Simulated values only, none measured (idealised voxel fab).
Documented hereafter: the process module known as voxel tone inversion.
Each square cell in cross-section cut measures 5 nm, and the section as a whole is 265 nm wide.
Square cells in a grid make up a cross-section in this document, and the grid is given as bands, listed from the top down, each one or more rows of cells. What a band's entry tells you: where the top is and where the bottom is, as heights in nm, and after that what lies inside, material by material from left to right, each with its width in nm. Empty space is written as the word "blank", and a single material marked with the word "everywhere" occupies the band from edge to edge. Heights are reckoned from 0. Under this level, the received wafer is all of one material. The bottommost band is open-ended downward, for example "0..down". So if you see something like "30->40" for the width, read it as the top row of the band sitting at the first number and the bottom row at the second, with every row in between moving by the same amount as the last. Any step labelled "nothing changed" changed none of the cells in the cross-section. Voids not open to the top, 8 cells minimum: see "Sealed-off cavities". Written width x height at distance; distance is from the left edge; nm. That trailing text on a step's line, after the settings, is the simulator's own remark on the step. The setting "overlay nm" may be written on the line of a step. When the step uses a mask, the value reports how far to the right of the planned place the mask lay, and a negative value reports that it lay to the left.

This section lists the process steps that were planned:
1. RECEIVE,material Si
2. CONFORMAL_DEP,material SiCN,thk nm 5
3. DIRECTIONAL_DEP,material aC,thk nm 20
4. PATTERN,tone cover,mask id POSTS,material resist,width nm 15,pitch nm 35,thk nm 25,overlay nm 0
5. DIRECTIONAL_ETCH,etch materials aC,depth nm 20
6. STRIP,etch materials resist
7. FILL_DEP,material SiO2,thk nm 5
8. CMP,height nm 25
9. STRIP,etch materials aC

Cross-section: wafer on arrival = after step 1:
* 0..down: Si everywhere
* Sealed-off cavities: none

Wafer at module end, in section. Began as above, planned as above, run with one mistake:
* 25..5: 105 of SiCN | 15 of blank | 20 of SiCN | 15 of blank | 110 of SiCN
* 5..0: SiCN everywhere
* 0..down: Si everywhere
* Sealed-off cavities: none
what went wrong: it should be noted that step 7 was executed with settings other than those planned, the operation and settings actually applied being FILL_DEP,material SiCN,thk nm 5
